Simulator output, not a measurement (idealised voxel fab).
voxel wiring stack: a process module
The figure presents cross-section cut, which has a width of 155 nm and is divided into square cells with an edge length of 5 nm.
Just so we're on the same page, the cross-sections are grids of square cells, and they're listed out in bands top to bottom, each band one or more rows deep. Band: top height; bottom height; in nm. Then, left to right: material with width in nm, for each material. "edge to edge": a single material spanning edge to edge. "air": empty space. All heights in this document are referenced to 0, defined as the level beneath which the wafer, as received, consists entirely of one material. The lowest band is not bounded below; it extends indefinitely downward and is written in the form "0 down". A width given as "30..40" starts at the first number in the band's top row and ends at the second number in its bottom row, shifting by an equal amount at every step from row to row. The designation "nothing got changed", where it is given for a processing step, indicates that no cell of the cross-section was altered in the course of that step. "Unvented voids": sealed empty spaces, 8 cells or more, no open way to top, listed width x height at distance, with distance from the left edge and width, height and distance in nm. On each step's line, the part that comes after the settings is the simulator's own comment on the step. "overlay nm", when on a step's line for a step with a mask, measures how far to the right of its planned place the mask lay; a negative measure means to the left.

Here's what the planned process steps look like:
| 1 | RECEIVE | material Si |
| 2 | CONFORMAL_DEP | material SiO2 | thk nm 15 |
| 3 | CONFORMAL_DEP | material SiCN | thk nm 5 |
| 4 | DIRECTIONAL_DEP | material lowk | thk nm 20 |
| 5 | PATTERN | tone open | mask id METAL_1 | material resist | width nm 20 | pitch nm 40 | thk nm 20 | overlay nm 0 |
| 6 | DIRECTIONAL_ETCH | etch materials lowk | depth nm 20 |
| 7 | DIRECTIONAL_ETCH | etch materials SiCN | depth nm 5 |
| 8 | STRIP | etch materials resist |
| 9 | CONFORMAL_DEP | material TiN | thk nm 5 |
| 10 | FILL_DEP | material W | thk nm 10 |
| 11 | CMP | height nm 40 |
| 12 | CONFORMAL_DEP | material SiCN | thk nm 5 |
| 13 | DIRECTIONAL_DEP | material lowk | thk nm 15 |
| 14 | MASKED_ETCH | tone open | mask id PLUG_1 | width nm 15 | pitch nm 40 | etch materials lowk | depth nm 15 | overlay nm 0 |
| 15 | MASKED_ETCH | tone open | mask id PLUG_1 | width nm 15 | pitch nm 40 | etch materials SiCN | depth nm 5 | overlay nm -10 |
| 16 | EPI | material Ru | thk nm 10 |
| 17 | EPI | material Ru | thk nm 10 |
| 18 | CONFORMAL_DEP | material SiCN | thk nm 5 |
| 19 | DIRECTIONAL_DEP | material SiO2 | thk nm 25 |
| 20 | DIRECTIONAL_DEP | material aC | thk nm 10 |
| 21 | PATTERN | tone open | mask id METAL_2 | material resist | width nm 20 | pitch nm 40 | thk nm 25 | overlay nm 0 |
| 22 | DIRECTIONAL_ETCH | etch materials aC | depth nm 10 |
| 23 | STRIP | etch materials resist |
| 24 | DIRECTIONAL_ETCH | etch materials SiO2 | depth nm 25 |
| 25 | DIRECTIONAL_ETCH | etch materials SiCN | depth nm 5 |
| 26 | STRIP | etch materials aC |
| 27 | CONFORMAL_DEP | material TiN | thk nm 5 |
| 28 | FILL_DEP | material W | thk nm 10 |
| 29 | CMP | height nm 90 |
| 30 | CONFORMAL_DEP | material SiCN | thk nm 5 |
| 31 | DIRECTIONAL_DEP | material SiO2 | thk nm 15 |
| 32 | MASKED_ETCH | tone open | mask id PLUG_2 | width nm 15 | pitch nm 40 | etch materials SiO2 | depth nm 15 | overlay nm 0 |
| 33 | MASKED_ETCH | tone open | mask id PLUG_2 | width nm 15 | pitch nm 40 | etch materials SiCN | depth nm 5 | overlay nm 0 |
| 34 | EPI | material Ru | thk nm 10 |
| 35 | EPI | material Ru | thk nm 10 |
| 36 | CONFORMAL_DEP | material SiCN | thk nm 5 |
| 37 | DIRECTIONAL_DEP | material lowk | thk nm 15 |
| 38 | DIRECTIONAL_DEP | material aC | thk nm 10 |
| 39 | PATTERN | tone open | mask id METAL_3 | material resist | width nm 20 | pitch nm 40 | thk nm 30 | overlay nm 0 |
| 40 | DIRECTIONAL_ETCH | etch materials aC | depth nm 10 |
| 41 | STRIP | etch materials resist |
| 42 | DIRECTIONAL_ETCH | etch materials lowk | depth nm 15 |
| 43 | DIRECTIONAL_ETCH | etch materials SiCN | depth nm 5 |
| 44 | STRIP | etch materials aC |
| 45 | CONFORMAL_DEP | material TiN | thk nm 5 |
| 46 | FILL_DEP | material Cu | thk nm 5 |
| 47 | CMP | height nm 130 |
| 48 | EPI | material Ru | thk nm 5 |
| 49 | FILL_DEP | material SiCN | thk nm 5 |
All wafers enter the flow in the same state. The overlay nm at step 15 differs from wafer to wafer, and the plan gives the value for the first wafer.

Incoming state of the first of several wafers in cross-section: after step 1:
	0 down | Si edge to edge
	Unvented voids: none

End of module, by wafer: material-by-material cell gain (+) or loss (-) since receipt, then closed voids:
overlay nm -10; +18 Cu; +84 Ru; +151 SiCN; +254 SiO2; +108 TiN; +54 W; +199 lowk; Unvented voids: none
overlay nm -5; +18 Cu; +87 Ru; +148 SiCN; +254 SiO2; +108 TiN; +54 W; +199 lowk; Unvented voids: none
overlay nm 0; +18 Cu; +90 Ru; +145 SiCN; +254 SiO2; +108 TiN; +54 W; +199 lowk; Unvented voids: none
overlay nm 5; +18 Cu; +87 Ru; +148 SiCN; +254 SiO2; +108 TiN; +54 W; +199 lowk; Unvented voids: none
overlay nm 10; +18 Cu; +84 Ru; +151 SiCN; +254 SiO2; +108 TiN; +54 W; +199 lowk; Unvented voids: none
overlay nm 15; +18 Cu; +54 Ru; +172 SiCN; +254 SiO2; +117 TiN; +54 W; +199 lowk; Unvented voids: none
